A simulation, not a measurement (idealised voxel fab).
process module | voxel lift off
Each square cell in cross-section cut measures 5 nm, and the section as a whole is 250 nm wide.
A cross-section is a grid of square cells, given in bands from the top down. A band is one or more rows of cells.
Band entry format. Leading values: height of top, height of bottom, nm. Remainder: materials in left-to-right order, each with its width in nm. Special words: "edge to edge" on a single material, which then fills the band edge to edge; "empty", empty space.
The level at which height equals 0 is the one under which the wafer, as it arrives, is entirely one material. No lower edge exists for the bottom band, which continues downward and is notated as in "0 down".
Graded width ("30->40"): value in top row of band = first number; value in bottom row = second number; row-to-row change constant.
The cross-section has no changed cell in any step marked "nothing got changed".
Basically, "Unvented internal voids" tells you about the enclosed voids: empty spaces with no open way to the top, 8 cells or bigger, each written width x height at distance, where distance is from the left edge, all in nm.
Text after the settings on a step's line: the simulator's own remark on that step.
The line of a step may include "overlay nm". On a step with a mask, this value is how far to the right of its planned place the mask lay. A negative value means the mask lay to the left.
Each pair of cross-sections that follows straddles one process step: the one shows the state before the step, the other the state after it, down to the lowest band that changed and no further. The step in question, and its settings, are given under the pair. Note that a pair is not necessarily a continuation of the pair above it, since pairs can come from different runs of this module on the same starting wafer; it is a continuation only where its entry headed "Before the process" says so.
# Before the process
	0 down = Si edge to edge
	Unvented internal voids: none
# After the Step
	10 to 0 = SiO2 edge to edge
	Everything below 0 is unchanged.
	Unvented internal voids: none
the step between: CONFORMAL_DEP [material SiO2] [thk nm 10]
Before the process: cross-section not repeated; it is the one shown after the step in the pair just above.
# After the Step
	35 to 10 = resist=55, empty=15, resist=25, empty=15, resist=25, empty=15, resist=25, empty=15, resist=60
	Everything below 10 is unchanged.
	Unvented internal voids: none
the step between: PATTERN [tone open] [mask id LINES] [material resist] [width nm 15] [pitch nm 40] [thk nm 25] [overlay nm 0]
Before the process: cross-section not repeated; it is the one shown after the step in the pair just above.
# After the Step
	50 to 35 = Ru=55, empty=15, Ru=25, empty=15, Ru=25, empty=15, Ru=25, empty=15, Ru=60
	35 to 25 = resist=55, empty=15, resist=25, empty=15, resist=25, empty=15, resist=25, empty=15, resist=60
	25 to 10 = resist=55, Ru=15, resist=25, Ru=15, resist=25, Ru=15, resist=25, Ru=15, resist=60
	Everything below 10 is unchanged.
	Unvented internal voids: none
the step between: DIRECTIONAL_DEP [material Ru] [thk nm 15]
Before the process: cross-section not repeated; it is the one shown after the step in the pair just above.
# After the Step
	25 to 10 = empty=55, Ru=15, empty=25, Ru=15, empty=25, Ru=15, empty=25, Ru=15, empty=60
	Everything below 10 is unchanged.
	Unvented internal voids: none
the step between: STRIP [etch materials resist]
Before the process: cross-section not repeated; it is the one shown after the step in the pair just above.
# After the Step
	30 to 25 = empty=50, SiO2=25, empty=15, SiO2=25, empty=15, SiO2=25, empty=15, SiO2=25, empty=55
	25 to 15 = empty=50, SiO2=5, Ru=15, SiO2=5, empty=15, SiO2=5, Ru=15, SiO2=5, empty=15, SiO2=5, Ru=15, SiO2=5, empty=15, SiO2=5, Ru=15, SiO2=5, empty=55
	15 to 10 = SiO2=55, Ru=15, SiO2=25, Ru=15, SiO2=25, Ru=15, SiO2=25, Ru=15, SiO2=60
	Everything below 10 is unchanged.
	Unvented internal voids: none
the step between: CONFORMAL_DEP [material SiO2] [thk nm 5]
# Before the process
	35 to 10 = resist=55, empty=15, resist=25, empty=15, resist=25, empty=15, resist=25, empty=15, resist=60
	10 to 0 = SiO2 edge to edge
	0 down = Si edge to edge
	Unvented internal voids: none
# After the Step
	10 to 0 = SiO2 edge to edge
	Everything below 0 is unchanged.
	Unvented internal voids: none
the step between: STRIP [etch materials resist]
Before the process: cross-section not repeated; it is the one shown after the step in the pair just above.
# After the Step
	15 to 0 = SiO2 edge to edge
	Everything below 0 is unchanged.
	Unvented internal voids: none
the step between: CONFORMAL_DEP [material SiO2] [thk nm 5]
# Before the process
	35 to 10 = resist=55, empty=15, resist=25, empty=15, resist=25, empty=15, resist=25, empty=15, resist=60
	10 to 0 = SiO2 edge to edge
	0 down = Si edge to edge
	Unvented internal voids: none
# After the Step
	45 to 35 = Ru=55, empty=15, Ru=25, empty=15, Ru=25, empty=15, Ru=25, empty=15, Ru=60
	35 to 20 = resist=55, empty=15, resist=25, empty=15, resist=25, empty=15, resist=25, empty=15, resist=60
	20 to 10 = resist=55, Ru=15, resist=25, Ru=15, resist=25, Ru=15, resist=25, Ru=15, resist=60
	Everything below 10 is unchanged.
	Unvented internal voids: none
the step between: DIRECTIONAL_DEP [material Ru] [thk nm 10]
Before the process: cross-section not repeated; it is the one shown after the step in the pair just above.
# After the Step
	20 to 10 = empty=55, Ru=15, empty=25, Ru=15, empty=25, Ru=15, empty=25, Ru=15, empty=60
	Everything below 10 is unchanged.
	Unvented internal voids: none
the step between: STRIP [etch materials resist]
Before the process: cross-section not repeated; it is the one shown after the step in the pair just above.
# After the Step
	25 to 20 = empty=50, SiO2=25, empty=15, SiO2=25, empty=15, SiO2=25, empty=15, SiO2=25, empty=55
	20 to 15 = empty=50, SiO2=5, Ru=15, SiO2=5, empty=15, SiO2=5, Ru=15, SiO2=5, empty=15, SiO2=5, Ru=15, SiO2=5, empty=15, SiO2=5, Ru=15, SiO2=5, empty=55
	15 to 10 = SiO2=55, Ru=15, SiO2=25, Ru=15, SiO2=25, Ru=15, SiO2=25, Ru=15, SiO2=60
	Everything below 10 is unchanged.
	Unvented internal voids: none
the step between: CONFORMAL_DEP [material SiO2] [thk nm 5]
# Before the process
	10 to 0 = SiO2 edge to edge
	0 down = Si edge to edge
	Unvented internal voids: none
# After the Step
	35 to 10 = resist=55, empty=20, resist=20, empty=20, resist=20, empty=20, resist=20, empty=20, resist=55
	Everything below 10 is unchanged.
	Unvented internal voids: none
the step between: PATTERN [tone open] [mask id LINES] [material resist] [width nm 20] [pitch nm 40] [thk nm 25] [overlay nm 0]
Before the process: cross-section not repeated; it is the one shown after the step in the pair just above.
# After the Step
	50 to 35 = Ru=55, empty=20, Ru=20, empty=20, Ru=20, empty=20, Ru=20, empty=20, Ru=55
	35 to 25 = resist=55, empty=20, resist=20, empty=20, resist=20, empty=20, resist=20, empty=20, resist=55
	25 to 10 = resist=55, Ru=20, resist=20, Ru=20, resist=20, Ru=20, resist=20, Ru=20, resist=55
	Everything below 10 is unchanged.
	Unvented internal voids: none
the step between: DIRECTIONAL_DEP [material Ru] [thk nm 15]
Before the process: cross-section not repeated; it is the one shown after the step in the pair just above.
# After the Step
	25 to 10 = empty=55, Ru=20, empty=20, Ru=20, empty=20, Ru=20, empty=20, Ru=20, empty=55
	Everything below 10 is unchanged.
	Unvented internal voids: none
the step between: STRIP [etch materials resist]
Before the process: cross-section not repeated; it is the one shown after the step in the pair just above.
# After the Step
	30 to 25 = empty=50, SiO2=30, empty=10, SiO2=30, empty=10, SiO2=30, empty=10, SiO2=30, empty=50
	25 to 15 = empty=50, SiO2=5, Ru=20, SiO2=5, empty=10, SiO2=5, Ru=20, SiO2=5, empty=10, SiO2=5, Ru=20, SiO2=5, empty=10, SiO2=5, Ru=20, SiO2=5, empty=50
	15 to 10 = SiO2=55, Ru=20, SiO2=20, Ru=20, SiO2=20, Ru=20, SiO2=20, Ru=20, SiO2=55
	Everything below 10 is unchanged.
	Unvented internal voids: none
the step between: CONFORMAL_DEP [material SiO2] [thk nm 5]
# Before the process
	10 to 0 = SiO2 edge to edge
	0 down = Si edge to edge
	Unvented internal voids: none
# After the Step
	35 to 10 = resist=65, empty=15, resist=25, empty=15, resist=25, empty=15, resist=25, empty=15, resist=50
	Everything below 10 is unchanged.
	Unvented internal voids: none
the step between: PATTERN [tone open] [mask id LINES] [material resist] [width nm 15] [pitch nm 40] [thk nm 25] [overlay nm 10]
Before the process: cross-section not repeated; it is the one shown after the step in the pair just above.
# After the Step
	50 to 35 = Ru=65, empty=15, Ru=25, empty=15, Ru=25, empty=15, Ru=25, empty=15, Ru=50
	35 to 25 = resist=65, empty=15, resist=25, empty=15, resist=25, empty=15, resist=25, empty=15, resist=50
	25 to 10 = resist=65, Ru=15, resist=25, Ru=15, resist=25, Ru=15, resist=25, Ru=15, resist=50
	Everything below 10 is unchanged.
	Unvented internal voids: none
the step between: DIRECTIONAL_DEP [material Ru] [thk nm 15]
Before the process: cross-section not repeated; it is the one shown after the step in the pair just above.
# After the Step
	25 to 10 = empty=65, Ru=15, empty=25, Ru=15, empty=25, Ru=15, empty=25, Ru=15, empty=50
	Everything below 10 is unchanged.
	Unvented internal voids: none
the step between: STRIP [etch materials resist]
Before the process: cross-section not repeated; it is the one shown after the step in the pair just above.
# After the Step
	30 to 25 = empty=60, SiO2=25, empty=15, SiO2=25, empty=15, SiO2=25, empty=15, SiO2=25, empty=45
	25 to 15 = empty=60, SiO2=5, Ru=15, SiO2=5, empty=15, SiO2=5, Ru=15, SiO2=5, empty=15, SiO2=5, Ru=15, SiO2=5, empty=15, SiO2=5, Ru=15, SiO2=5, empty=45
	15 to 10 = SiO2=65, Ru=15, SiO2=25, Ru=15, SiO2=25, Ru=15, SiO2=25, Ru=15, SiO2=50
	Everything below 10 is unchanged.
	Unvented internal voids: none
the step between: CONFORMAL_DEP [material SiO2] [thk nm 5]
# Before the process
	25 to 10 = empty=55, Ru=15, empty=25, Ru=15, empty=25, Ru=15, empty=25, Ru=15, empty=60
	10 to 0 = SiO2 edge to edge
	0 down = Si edge to edge
	Unvented internal voids: none
# After the Step
	30 to 15 = empty=50, Ru=25, empty=15, Ru=25, empty=15, Ru=25, empty=15, Ru=25, empty=55
	15 to 10 = Ru edge to edge
	Everything below 10 is unchanged.
	Unvented internal voids: none
the step between: CONFORMAL_DEP [material Ru] [thk nm 5]
# Before the process
	10 to 0 = SiO2 edge to edge
	0 down = Si edge to edge
	Unvented internal voids: none
# After the Step
	35 to 10 = empty=55, resist=15, empty=25, resist=15, empty=25, resist=15, empty=25, resist=15, empty=60
	Everything below 10 is unchanged.
	Unvented internal voids: none
the step between: PATTERN [tone cover] [mask id LINES] [material resist] [width nm 15] [pitch nm 40] [thk nm 25] [overlay nm 0]
Before the process: cross-section not repeated; it is the one shown after the step in the pair just above.
# After the Step
	50 to 35 = empty=55, Ru=15, empty=25, Ru=15, empty=25, Ru=15, empty=25, Ru=15, empty=60
	35 to 25 = empty=55, resist=15, empty=25, resist=15, empty=25, resist=15, empty=25, resist=15, empty=60
	25 to 10 = Ru=55, resist=15, Ru=25, resist=15, Ru=25, resist=15, Ru=25, resist=15, Ru=60
	Everything below 10 is unchanged.
	Unvented internal voids: none
the step between: DIRECTIONAL_DEP [material Ru] [thk nm 15]
Before the process: cross-section not repeated; it is the one shown after the step in the pair just above.
# After the Step
	25 to 10 = Ru=55, empty=15, Ru=25, empty=15, Ru=25, empty=15, Ru=25, empty=15, Ru=60
	Everything below 10 is unchanged.
	Unvented internal voids: none
the step between: STRIP [etch materials resist]
Before the process: cross-section not repeated; it is the one shown after the step in the pair just above.
# After the Step
	30 to 25 = SiO2=60, empty=5, SiO2=35, empty=5, SiO2=35, empty=5, SiO2=35, empty=5, SiO2=65
	25 to 15 = Ru=55, SiO2=5, empty=5, SiO2=5, Ru=25, SiO2=5, empty=5, SiO2=5, Ru=25, SiO2=5, empty=5, SiO2=5, Ru=25, SiO2=5, empty=5, SiO2=5, Ru=60
	15 to 10 = Ru=55, SiO2=15, Ru=25, SiO2=15, Ru=25, SiO2=15, Ru=25, SiO2=15, Ru=60
	Everything below 10 is unchanged.
	Unvented internal voids: none
the step between: CONFORMAL_DEP [material SiO2] [thk nm 5]
